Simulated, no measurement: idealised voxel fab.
Herein follows the process module entitled voxel wiring stack.
Each square cell in cross-section cut measures 5 nm, and the section as a whole is 260 nm wide.
Cross-sections here: square-cell grids, written as top-down lists of bands, a band being one or more rows of cells. Look at the band entry: it leads with the top's height and the bottom's height in nm. Then it lists the materials left to right, with a width in nm for each. The word "edge to edge" on a single material says that material fills the band edge to edge. The word "air" is empty space. Heights are measured from 0, the level below which the as-received wafer is all one material; the lowest band has no bottom and continues downward, written as in "top 0, no bottom". When a width is written as two numbers, as in "30..40", the first number is the width in the top row of cells of the band and the second is the width in its bottom row, and the width changes by the same amount from each row to the next. No cell of the cross-section changed in a step that is given as "identical to before". The list in "Closed voids list" covers empty spaces of 8 cells or more that cannot reach the top through any open way, and it gives each as width x height at distance; the distance is from the left edge, and width, height and distance are in nm. It should be noted that, on the line of a given step, the content following the step's settings is a remark produced by the simulator itself with respect to that step. The "overlay nm" setting may appear on a step's line; for a step that uses a mask, it gives how far to the right of its planned position the mask lay, and a negative value indicates the left.
-- Listed below are the process steps as planned
1) RECEIVE (material Si)
2) CONFORMAL_DEP (material SiO2; thk nm 15)
3) CONFORMAL_DEP (material SiCN; thk nm 5)
4) DIRECTIONAL_DEP (material lowk; thk nm 25)
5) PATTERN (tone open; mask id METAL_1; material resist; width nm 25; pitch nm 40; thk nm 15; overlay nm 0)
6) DIRECTIONAL_ETCH (etch materials lowk; depth nm 25)
7) DIRECTIONAL_ETCH (etch materials SiCN; depth nm 5)
8) STRIP (etch materials resist)
9) CONFORMAL_DEP (material TiN; thk nm 5)
10) FILL_DEP (material Cu; thk nm 10)
11) CMP (height nm 45)
12) CONFORMAL_DEP (material SiCN; thk nm 5)
13) DIRECTIONAL_DEP (material lowk; thk nm 35)
14) PATTERN (tone open; mask id METAL_2_HOLES; material resist; width nm 15; pitch nm 40; thk nm 15; overlay nm 0)
15) DIRECTIONAL_ETCH (etch materials lowk; depth nm 35)
16) STRIP (etch materials resist)
17) MASKED_ETCH (tone open; mask id METAL_2; width nm 25; pitch nm 40; etch materials lowk; depth nm 20; overlay nm 0)
18) MASKED_ETCH (tone open; mask id METAL_2; width nm 25; pitch nm 40; etch materials SiCN; depth nm 5; overlay nm 0)
19) CONFORMAL_DEP (material TiN; thk nm 5)
20) FILL_DEP (material Ru; thk nm 5)
21) CMP (height nm 85)
22) CONFORMAL_DEP (material SiCN; thk nm 5)
23) DIRECTIONAL_DEP (material lowk; thk nm 35)
24) DIRECTIONAL_DEP (material aC; thk nm 10)
25) PATTERN (tone open; mask id METAL_3; material resist; width nm 25; pitch nm 40; thk nm 30; overlay nm 0)
26) DIRECTIONAL_ETCH (etch materials aC; depth nm 10)
27) STRIP (etch materials resist)
28) DIRECTIONAL_ETCH (etch materials lowk; depth nm 20)
29) STRIP (etch materials aC)
30) DIRECTIONAL_DEP (material aC; thk nm 10)
31) PATTERN (tone open; mask id METAL_3_HOLES; material resist; width nm 15; pitch nm 80; thk nm 30; overlay nm 0)
32) DIRECTIONAL_ETCH (etch materials aC; depth nm 10)
33) STRIP (etch materials resist)
34) DIRECTIONAL_ETCH (etch materials lowk; depth nm 15)
35) DIRECTIONAL_ETCH (etch materials SiCN; depth nm 5)
36) STRIP (etch materials aC)
37) CONFORMAL_DEP (material TiN; thk nm 5)
38) FILL_DEP (material Cu; thk nm 10)
39) CMP (height nm 125)
40) CONFORMAL_DEP (material SiCN; thk nm 5)
41) DIRECTIONAL_DEP (material lowk; thk nm 35)
42) PATTERN (tone open; mask id METAL_4_HOLES; material resist; width nm 15; pitch nm 40; thk nm 20; overlay nm 0)
43) DIRECTIONAL_ETCH (etch materials lowk; depth nm 35)
44) STRIP (etch materials resist)
45) DIRECTIONAL_DEP (material aC; thk nm 10)
46) PATTERN (tone open; mask id METAL_4; material resist; width nm 25; pitch nm 40; thk nm 30; overlay nm 0)
47) DIRECTIONAL_ETCH (etch materials aC; depth nm 10)
48) STRIP (etch materials resist)
49) DIRECTIONAL_ETCH (etch materials lowk; depth nm 20)
50) DIRECTIONAL_ETCH (etch materials SiCN; depth nm 5)
51) STRIP (etch materials aC)
52) CONFORMAL_DEP (material TiN; thk nm 5)
53) FILL_DEP (material Cu; thk nm 10)
54) CMP (height nm 165)
55) CONFORMAL_DEP (material SiCN; thk nm 5)
-- Wafer cross-section on receipt, i.e. after step 1
top 0, no bottom: Si edge to edge
Closed voids list: none
-- Cross-section, end of module. Start: as above. Plan: as above. Execution: one mistake
top 170, bottom 165: SiCN edge to edge
top 165, bottom 150: lowk 75  TiN 5  Cu 15  TiN 5  lowk 15  TiN 5  Cu 15  TiN 5  lowk 15  TiN 5  Cu 15  TiN 5  lowk 80
top 150, bottom 145: lowk 75  TiN 5  Cu 5  TiN 15  lowk 15  TiN 5  Cu 5  TiN 15  lowk 15  TiN 5  Cu 5  TiN 15  lowk 80
top 145, bottom 130: lowk 75  TiN 5  Cu 5  TiN 5  lowk 25  TiN 5  Cu 5  TiN 5  lowk 25  TiN 5  Cu 5  TiN 5  lowk 90
top 130, bottom 125: SiCN 75  TiN 15  SiCN 25  TiN 15  SiCN 25  TiN 15  SiCN 90
top 125, bottom 110: lowk 70  TiN 5  Cu 15  TiN 5  lowk 15  TiN 5  Cu 15  TiN 5  lowk 15  TiN 5  Cu 15  TiN 5  lowk 85
top 110, bottom 105: lowk 70  TiN 10  Cu 5  TiN 10  lowk 15  TiN 25  lowk 15  TiN 10  Cu 5  TiN 10  lowk 85
top 105, bottom 90: lowk 75  TiN 5  Cu 5  TiN 5  lowk 65  TiN 5  Cu 5  TiN 5  lowk 90
top 90, bottom 85: SiCN 75  TiN 15  SiCN 65  TiN 15  SiCN 90
top 85, bottom 70: lowk 75  TiN 5  Ru 15  TiN 5  lowk 15  TiN 5  Ru 15  TiN 5  lowk 15  TiN 5  Ru 15  TiN 5  lowk 80
top 70, bottom 65: lowk 75  TiN 5  Ru 5  TiN 15  lowk 15  TiN 5  Ru 5  TiN 15  lowk 15  TiN 5  Ru 5  TiN 15  lowk 80
top 65, bottom 50: lowk 75  TiN 5  Ru 5  TiN 5  lowk 25  TiN 5  Ru 5  TiN 5  lowk 25  TiN 5  Ru 5  TiN 5  lowk 90
top 50, bottom 45: SiCN 75  TiN 15  SiCN 25  TiN 15  SiCN 25  TiN 15  SiCN 90
top 45, bottom 20: lowk 75  TiN 5  Cu 15  TiN 5  lowk 15  TiN 5  Cu 15  TiN 5  lowk 15  TiN 5  Cu 15  TiN 5  lowk 80
top 20, bottom 15: SiCN 75  TiN 25  SiCN 15  TiN 25  SiCN 15  TiN 25  SiCN 80
top 15, bottom 0: SiO2 edge to edge
top 0, no bottom: Si edge to edge
Closed voids list: none
Deviation noted in wafer processing: not per plan at step 25, really ran PATTERN (tone open; mask id METAL_3; material resist; width nm 25; pitch nm 40; thk nm 30; overlay nm -5)
